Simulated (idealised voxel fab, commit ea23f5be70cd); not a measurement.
Process module heading - voxel self aligned contacts
Xsec cut, 175 nm wide, square cell size 5 nm.
Cross-section = grid of square cells, listed top down in bands; band = one or more rows. A band entry consists of two parts. The first gives the height of the band's top and the height of its bottom, in nm. The rest lists the band's materials from left to right, each with its width in nm. A single material labelled with the word "everywhere" fills the band from edge to edge, and the word "blank" marks empty space. Zero point of the height axis is 0; under it, received wafer = one material. Lowest band: continues down indefinitely, "0 down". The width entry "30->40" should be interpreted row by row: the top row of cells in the band takes the first number, the bottom row takes the second number, and the change between adjacent rows is uniform throughout. "remained unchanged", as given for a step, is the statement that not any cell of the cross-section underwent a change during that step. Cavities, sealed: empty space of 8 cells or more with no open way to the top, each as width x height at its distance from the left edge, in nm. What comes after the settings on a step's line is commentary from the simulator itself on that step. If you see "overlay nm" on a step's line and that step has a mask, it's telling you how far right of where it was planned the mask ended up; a negative number means it went left instead.
Set out below are the planned steps of the process:
- 1: RECEIVE, material Si
- 2: CONFORMAL_DEP, material SiO2, thk nm 5
- 3: DIRECTIONAL_DEP, material polySi, thk nm 20
- 4: DIRECTIONAL_DEP, material SiN, thk nm 20
- 5: MASKED_ETCH, tone cover, mask id GATE, width nm 35, pitch nm 65, etch materials SiN, depth nm 20, overlay nm 0
- 6: MASKED_ETCH, tone cover, mask id GATE, width nm 35, pitch nm 65, etch materials polySi, depth nm 20, overlay nm 0
- 7: CONFORMAL_DEP, material SiN, thk nm 5
- 8: DIRECTIONAL_ETCH, etch materials SiN, depth nm 5
- 9: FILL_DEP, material SiO2, thk nm 10
- 10: CMP, height nm 50
- 11: PATTERN, tone open, mask id CONTACT, material resist, width nm 40, thk nm 20, overlay nm 0
- 12: DIRECTIONAL_ETCH, etch materials SiO2, depth nm 50
- 13: STRIP, etch materials resist
- 14: CONFORMAL_DEP, material TiN, thk nm 5
- 15: FILL_DEP, material W, thk nm 10
- 16: CMP, height nm 50
- 17: CONFORMAL_DEP, material SiN, thk nm 5
As-received state of the wafer in cross-section, equivalent to post-step 1:
	0 down  Si everywhere
	Cavities, sealed: none
Wafer at module end, in section. Began as above, planned as above, run with one mistake:
	55 to 50  SiN everywhere
	50 to 45  65 nm SiO2, 15 nm TiN, 10 nm W, 15 nm TiN, 70 nm SiO2
	45 to 25  30 nm SiO2, 45 nm SiN, 5 nm TiN, 10 nm W, 5 nm TiN, 45 nm SiN, 35 nm SiO2
	25 to 15  30 nm SiO2, 5 nm SiN, 35 nm polySi, 5 nm SiN, 5 nm TiN, 10 nm W, 5 nm TiN, 5 nm SiN, 35 nm polySi, 5 nm SiN, 35 nm SiO2
	15 to 10  30 nm SiO2, 5 nm SiN, 35 nm polySi, 5 nm SiN, 20 nm TiN, 5 nm SiN, 35 nm polySi, 5 nm SiN, 35 nm SiO2
	10 to 5  35 nm SiN, 35 nm polySi, 30 nm SiN, 35 nm polySi, 40 nm SiN
	5 to 0  SiO2 everywhere
	0 down  Si everywhere
	Cavities, sealed: none
what went wrong: mixed up steps 7 and 8 - ran each in the other's place
